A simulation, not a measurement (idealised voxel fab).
process module | voxel gate over fins
cross-section cut | 295 nm wide | cells 5 nm
A cross-section is a grid of square cells, given in bands from the top down. A band is one or more rows of cells.
Each band's line starts with the height of the band's top and of its bottom, in nm. Then come its materials from left to right, each with its width in nm. One material with "throughout" fills the band from edge to edge. "air" is empty space.
Height 0 is the level under which the wafer as received is all one material. The lowest band goes on downwards, as in "0 down".
A width such as "30 to 40" changes by the same amount from each row of cells to the next, from the band's top row to its bottom row.
"no change" after a step means that no cell of the cross-section changed.
closed voids: empty space of 8 cells or more with no open way to the top, each as width x height at its distance from the left edge, in nm
after a step's settings: what the simulator itself notes on the step
overlay nm, on a step with a mask: how far to the right of its planned place the mask lay; to the left if negative
plan
1 op RECEIVE | material Si
2 op CONFORMAL_DEP | material SiN | thk nm 10
3 op PATTERN | tone cover | mask id FINS | material resist | width nm 15 | pitch nm 45 | thk nm 15 | overlay nm -15
4 op DIRECTIONAL_ETCH | etch materials SiN | depth nm 10
5 op DIRECTIONAL_ETCH | etch materials Si | depth nm 40
6 op STRIP | etch materials resist
7 op OXIDIZE | depth nm 5
8 op FILL_DEP | material SiO2 | thk nm 15
9 op CMP | height nm 10
10 op SELECTIVE_ETCH | etch materials SiO2 | depth nm 25
11 op STRIP | etch materials SiN
12 op CONFORMAL_DEP | material HfO2 | thk nm 5
13 op CONFORMAL_DEP | material TiN | thk nm 5
14 op CONFORMAL_DEP | material TiAl | thk nm 5
15 op CONFORMAL_DEP | material TiN | thk nm 5
16 op FILL_DEP | material W | thk nm 15
17 op CMP | height nm 30
18 op CONFORMAL_DEP | material SiCN | thk nm 5
varied across the wafers: overlay nm of step 3. The plan shows the first wafer's value. All wafers start alike
first wafer as received, after step 1
  0 down: Si throughout
  closed voids: none
each wafer at the end: cells of each material gained (+) or lost (-) since it was received, then its closed voids
overlay nm -15 | +83 HfO2 | -495 Si | +59 SiCN | +330 SiO2 | +83 TiAl | +166 TiN | +187 W | closed voids: none
overlay nm -10 | +83 HfO2 | -495 Si | +59 SiCN | +330 SiO2 | +83 TiAl | +166 TiN | +187 W | closed voids: none
overlay nm -5 | +83 HfO2 | -495 Si | +59 SiCN | +330 SiO2 | +83 TiAl | +166 TiN | +187 W | closed voids: none
overlay nm 0 | +83 HfO2 | -495 Si | +59 SiCN | +330 SiO2 | +83 TiAl | +166 TiN | +187 W | closed voids: none
overlay nm 5 | +83 HfO2 | -495 Si | +59 SiCN | +330 SiO2 | +83 TiAl | +166 TiN | +187 W | closed voids: none
overlay nm 10 | +83 HfO2 | -495 Si | +59 SiCN | +330 SiO2 | +83 TiAl | +166 TiN | +187 W | closed voids: none
overlay nm 15 | +83 HfO2 | -495 Si | +59 SiCN | +330 SiO2 | +83 TiAl | +166 TiN | +187 W | closed voids: none
